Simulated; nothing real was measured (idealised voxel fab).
Herein follows the process module entitled voxel ribs on slabs.
For reference, the cross-section in this document is cut, with width 290 nm and square cells of 5 nm.
We lay out every cross-section as a grid of square cells and spell it out in bands from the top down, where one band means one or more rows of cells.
Within each band entry, the heights of the top and of the bottom of the band appear first, in that order and in nm; the materials of the band then follow from left to right, each with its corresponding width in nm. The designation "throughout" on a single material indicates that it fills the band from edge to edge; the designation "air" indicates empty space.
Heights are expressed relative to 0, this being the level below which the as-received wafer comprises one material exclusively. The lowest band is unbounded in the downward direction and is denoted as in "0..down".
Quick explanation for "30 to 40": the width changes in equal steps down the rows of cells, from the first number in the band's top row to the second number in its bottom row.
The cross-section has no changed cell in any step marked "all unchanged".
Basically, "Trapped voids" tells you about the enclosed voids: empty spaces with no open way to the top, 8 cells or bigger, each written width x height at distance, where distance is from the left edge, all in nm.
It should be noted that, on the line of a given step, the content following the step's settings is a remark produced by the simulator itself with respect to that step.
overlay nm: for a step with a mask, the amount by which the mask lay right of where it was planned; a negative amount means left of it.

[Process steps foreseen in the plan]
- 1: RECEIVE with material Si
- 2: DIRECTIONAL_DEP with material SiO2, thk nm 20
- 3: DIRECTIONAL_DEP with material polySi, thk nm 15
- 4: MASKED_ETCH with tone cover, mask id RIB, width nm 20, etch materials polySi, depth nm 10, overlay nm 0
- 5: MASKED_ETCH with tone cover, mask id SLAB, width nm 60, etch materials polySi, depth nm 5, overlay nm 0
- 6: FILL_DEP with material SiO2, thk nm 25
- 7: CMP with height nm 55
- 8: DIRECTIONAL_DEP with material TiN, thk nm 10
- 9: DIRECTIONAL_DEP with material aC, thk nm 15
- 10: PATTERN with tone cover, mask id HEATER, material resist, width nm 30, thk nm 30, overlay nm 0
- 11: DIRECTIONAL_ETCH with etch materials aC, depth nm 15
- 12: STRIP with etch materials resist
- 13: DIRECTIONAL_ETCH with etch materials TiN, depth nm 10
- 14: STRIP with etch materials aC
- 15: CONFORMAL_DEP with material SiO2, thk nm 5

[Cross-section: wafer on arrival = after step 1]
0..down = Si throughout
Trapped voids: none

[The first of the two wafers as seen in cross-section once the module was finished; processing followed the plan]
70..65 = air (125); SiO2 (40); air (125)
65..60 = air (125); SiO2 (5); TiN (30); SiO2 (5); air (125)
60..55 = SiO2 (130); TiN (30); SiO2 (130)
55..35 = SiO2 throughout
35..25 = SiO2 (135); polySi (20); SiO2 (135)
25..20 = SiO2 (115); polySi (60); SiO2 (115)
20..0 = SiO2 throughout
0..down = Si throughout
Trapped voids: none

[Wafer two, sectioned after the module: the first wafer's start, the first wafer's plan, and one mistake in how it was run]
70..65 = air (125); SiO2 (40); air (125)
65..60 = air (125); SiO2 (5); TiN (30); SiO2 (5); air (125)
60..55 = SiO2 (130); TiN (30); SiO2 (130)
55..35 = SiO2 throughout
35..25 = SiO2 (135); polySi (25); SiO2 (130)
25..20 = SiO2 (115); polySi (60); SiO2 (115)
20..0 = SiO2 throughout
0..down = Si throughout
Trapped voids: none
Deviation from plan: planned and actual differ for step 4; actual: MASKED_ETCH with tone cover, mask id RIB, width nm 25, etch materials polySi, depth nm 10, overlay nm 0
In the final state, the cell counts of the second wafer exceed or fall short of those of the first for the following materials: -2 SiO2 | +2 polySi
